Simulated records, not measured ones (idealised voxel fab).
This is a process module. Its name is voxel self aligned contacts.
Each square cell in cross-section cut measures 5 nm, and the section as a whole is 185 nm wide.
Think of the cross-section as a grid of square cells. We describe it in bands, top to bottom, and each band covers one or more rows of those cells.
Read a band's entry like this: the first values are the height of its top and the height of its bottom in nm, and what follows is the sequence of materials from left to right, each with its width in nm. Note that "blank" is empty space, and that a single material marked "all across" reaches across the band from edge to edge.
Basically, 0 is our baseline, since under it the wafer straight out of the box is all one material. The bottom band has no lower end and keeps on going down, so it looks like "0..down".
A two-number width, for instance "30..40", indicates that the width is equal to the first number in the top row of the band and to the second number in the bottom row, and that it changes by a constant amount per row of cells.
Step marked "all unchanged"? Then no cell in the cross-section changed in it.
Enclosed cavities: empty space of 8 cells or more with no open way to the top, each as width x height at its distance from the left edge, in nm
Text after the settings on a step's line: the simulator's own remark on that step.
overlay nm, on a step with a mask: how far to the right of its planned place the mask lay; to the left if negative

### Here's what the planned process steps look like
1 RECEIVE,material Si
2 CONFORMAL_DEP,material SiO2,thk nm 5
3 DIRECTIONAL_DEP,material polySi,thk nm 20
4 DIRECTIONAL_DEP,material SiN,thk nm 15
5 DIRECTIONAL_DEP,material aC,thk nm 10
6 PATTERN,tone cover,mask id GATE,material resist,width nm 30,pitch nm 65,thk nm 30,overlay nm 0
7 DIRECTIONAL_ETCH,etch materials aC,depth nm 10
8 STRIP,etch materials resist
9 DIRECTIONAL_ETCH,etch materials SiN,depth nm 15
10 DIRECTIONAL_ETCH,etch materials polySi,depth nm 20
11 STRIP,etch materials aC
12 CONFORMAL_DEP,material SiN,thk nm 5
13 DIRECTIONAL_ETCH,etch materials SiN,depth nm 5
14 FILL_DEP,material SiO2,thk nm 15
15 CMP,height nm 45
16 DIRECTIONAL_DEP,material aC,thk nm 15
17 PATTERN,tone open,mask id CONTACT,material resist,width nm 45,thk nm 30,overlay nm 0
18 DIRECTIONAL_ETCH,etch materials aC,depth nm 15
19 STRIP,etch materials resist
20 DIRECTIONAL_ETCH,etch materials SiO2,depth nm 45
21 STRIP,etch materials aC
22 CONFORMAL_DEP,material TiN,thk nm 5
23 FILL_DEP,material W,thk nm 10
24 CMP,height nm 45
25 CONFORMAL_DEP,material SiCN,thk nm 5

### Cross-section of the incoming wafer, state after step 1
- 0..down | Si all across
- Enclosed cavities: none

### Run as planned - first of the two wafers cross-sectioned at the end of the module
- 50..45 | SiCN all across
- 45..40 | 70 SiO2, 15 TiN, 15 W, 15 TiN, 70 SiO2
- 40..25 | 40 SiO2, 40 SiN, 5 TiN, 15 W, 5 TiN, 40 SiN, 40 SiO2
- 25..5 | 40 SiO2, 5 SiN, 30 polySi, 5 SiN, 5 TiN, 15 W, 5 TiN, 5 SiN, 30 polySi, 5 SiN, 40 SiO2
- 5..0 | 80 SiO2, 25 TiN, 80 SiO2
- 0..down | Si all across
- Enclosed cavities: none

### Module end: cross-section of wafer two of two. Same start and process plan as the first wafer. One mistake during execution
- 50..45 | SiCN all across
- 45..40 | 70 SiO2, 25 TiN, 15 W, 5 TiN, 70 SiO2
- 40..25 | 50 SiO2, 40 SiN, 5 TiN, 15 W, 5 TiN, 40 SiN, 30 SiO2
- 25..5 | 50 SiO2, 5 SiN, 30 polySi, 5 SiN, 5 TiN, 15 W, 5 TiN, 5 SiN, 30 polySi, 5 SiN, 30 SiO2
- 5..0 | 90 SiO2, 25 TiN, 70 SiO2
- 0..down | Si all across
- Enclosed cavities: none
Deviation from plan: step 6 ran as: PATTERN,tone cover,mask id GATE,material resist,width nm 30,pitch nm 65,thk nm 30,overlay nm 10
Matching per-material cell counts, mismatched positions: that is how the second wafer compares with the first at the end.
